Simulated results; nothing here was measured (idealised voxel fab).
process module | voxel fin reveal
cross-section cut | 185 nm wide | cells 5 nm
A cross-section is a grid of square cells, given in bands from the top down. A band is one or more rows of cells.
Each band's line starts with the height of the band's top and of its bottom, in nm. Then come its materials from left to right, each with its width in nm. One material with "throughout" fills the band from edge to edge. "air" is empty space.
Height 0 is the level under which the wafer as received is all one material. The lowest band goes on downwards, as in "0 down".
A width such as "30 to 40" changes by the same amount from each row of cells to the next, from the band's top row to its bottom row.
"no change" after a step means that no cell of the cross-section changed.
closed voids: empty space of 8 cells or more with no open way to the top, each as width x height at its distance from the left edge, in nm
after a step's settings: what the simulator itself notes on the step
overlay nm, on a step with a mask: how far to the right of its planned place the mask lay; to the left if negative
plan
1 op RECEIVE | material Si
2 op CONFORMAL_DEP | material SiN | thk nm 5
3 op DIRECTIONAL_DEP | material aC | thk nm 15
4 op PATTERN | tone cover | mask id FINS | material resist | width nm 15 | pitch nm 45 | thk nm 35 | overlay nm 0
5 op DIRECTIONAL_ETCH | etch materials aC | depth nm 15
6 op STRIP | etch materials resist
7 op DIRECTIONAL_ETCH | etch materials SiN | depth nm 5
8 op DIRECTIONAL_ETCH | etch materials Si | depth nm 35
9 op STRIP | etch materials aC
10 op OXIDIZE | depth nm 5
11 op FILL_DEP | material SiO2 | thk nm 10
12 op CMP | height nm 5
13 op SELECTIVE_ETCH | etch materials SiO2 | depth nm 20
14 op STRIP | etch materials SiN
15 op CONFORMAL_DEP | material SiO2 | thk nm 5
varied across the wafers: width nm of step 4. The plan shows the first wafer's value. All wafers start alike
first wafer as received, after step 1
  0 down: Si throughout
  closed voids: none
each wafer at the end: cells of each material gained (+) or lost (-) since it was received, then its closed voids
width nm 15 | -280 Si | +224 SiO2 | closed voids: none
width nm 20 | -264 Si | +214 SiO2 | closed voids: none
width nm 25 | -248 Si | +204 SiO2 | closed voids: none
width nm 30 | -232 Si | +194 SiO2 | closed voids: none
